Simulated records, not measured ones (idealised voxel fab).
process module | voxel self aligned contacts
cross-section cut | 230 nm wide | cells 5 nm
A cross-section is a grid of square cells, given in bands from the top down. A band is one or more rows of cells.
Each band's line starts with the height of the band's top and of its bottom, in nm. Then come its materials from left to right, each with its width in nm. One material with "throughout" fills the band from edge to edge. "air" is empty space.
Height 0 is the level under which the wafer as received is all one material. The lowest band goes on downwards, as in "0 down".
A width such as "30 to 40" changes by the same amount from each row of cells to the next, from the band's top row to its bottom row.
"no change" after a step means that no cell of the cross-section changed.
closed voids: empty space of 8 cells or more with no open way to the top, each as width x height at its distance from the left edge, in nm
after a step's settings: what the simulator itself notes on the step
overlay nm, on a step with a mask: how far to the right of its planned place the mask lay; to the left if negative
plan
1 op RECEIVE | material Si
2 op OXIDIZE | depth nm 5
3 op DIRECTIONAL_DEP | material polySi | thk nm 30
4 op DIRECTIONAL_DEP | material SiN | thk nm 25
5 op MASKED_ETCH | tone cover | mask id GATE | width nm 35 | pitch nm 80 | etch materials SiN | depth nm 25 | overlay nm 0
6 op MASKED_ETCH | tone cover | mask id GATE | width nm 35 | pitch nm 80 | etch materials polySi | depth nm 30 | overlay nm 0
7 op CONFORMAL_DEP | material SiN | thk nm 10
8 op DIRECTIONAL_ETCH | etch materials SiN | depth nm 10
9 op FILL_DEP | material SiO2 | thk nm 15
10 op CMP | height nm 65
11 op PATTERN | tone open | mask id CONTACT | material resist | width nm 65 | pitch nm 80 | thk nm 15 | overlay nm 0
12 op DIRECTIONAL_ETCH | etch materials SiO2 | depth nm 70
13 op STRIP | etch materials resist
14 op CONFORMAL_DEP | material TiN | thk nm 5
15 op FILL_DEP | material Ru | thk nm 5
16 op CMP | height nm 65
17 op CONFORMAL_DEP | material SiCN | thk nm 5
as received, after step 1
  0 down: Si throughout
  closed voids: none
first wafer at the end, as planned
  70 to 65: SiCN throughout
  65 to 55: SiO2 40 | TiN 5 to 25 | Ru 55 to 15 | TiN 5 to 25 | SiO2 15 | TiN 5 to 25 | Ru 55 to 15 | TiN 5 to 25 | SiO2 45
  55 to 30: SiO2 5 | SiN 55 | TiN 5 | Ru 15 | TiN 5 | SiN 55 | TiN 5 | Ru 15 | TiN 5 | SiN 55 | SiO2 10
  30 to 0: SiO2 5 | SiN 10 | polySi 35 | SiN 10 | TiN 5 | Ru 15 | TiN 5 | SiN 10 | polySi 35 | SiN 10 | TiN 5 | Ru 15 | TiN 5 | SiN 10 | polySi 35 | SiN 10 | SiO2 10
  0 to -5: SiO2 60 | TiN 25 | SiO2 55 | TiN 25 | SiO2 65
  -5 down: Si throughout
  closed voids: none
second wafer at the end: like start, like plan, one mistake
  70 to 65: SiCN throughout
  65 to 55: SiO2 45 | TiN 5 to 20 | Ru 55 to 15 | TiN 5 to 30 | SiO2 15 | TiN 5 to 20 | Ru 55 to 15 | TiN 5 to 30 | SiO2 40
  55 to 30: SiO2 5 | SiN 55 | TiN 5 | Ru 15 | TiN 5 | SiN 55 | TiN 5 | Ru 15 | TiN 5 | SiN 55 | SiO2 10
  30 to 0: SiO2 5 | SiN 10 | polySi 35 | SiN 10 | TiN 5 | Ru 15 | TiN 5 | SiN 10 | polySi 35 | SiN 10 | TiN 5 | Ru 15 | TiN 5 | SiN 10 | polySi 35 | SiN 10 | SiO2 10
  0 to -5: SiO2 60 | TiN 25 | SiO2 55 | TiN 25 | SiO2 65
  -5 down: Si throughout
  closed voids: none
what went wrong: step 11 ran as: op PATTERN | tone open | mask id CONTACT | material resist | width nm 65 | pitch nm 80 | thk nm 15 | overlay nm 5
at the end the second wafer has, in cells: as many of each material as the first, in other places
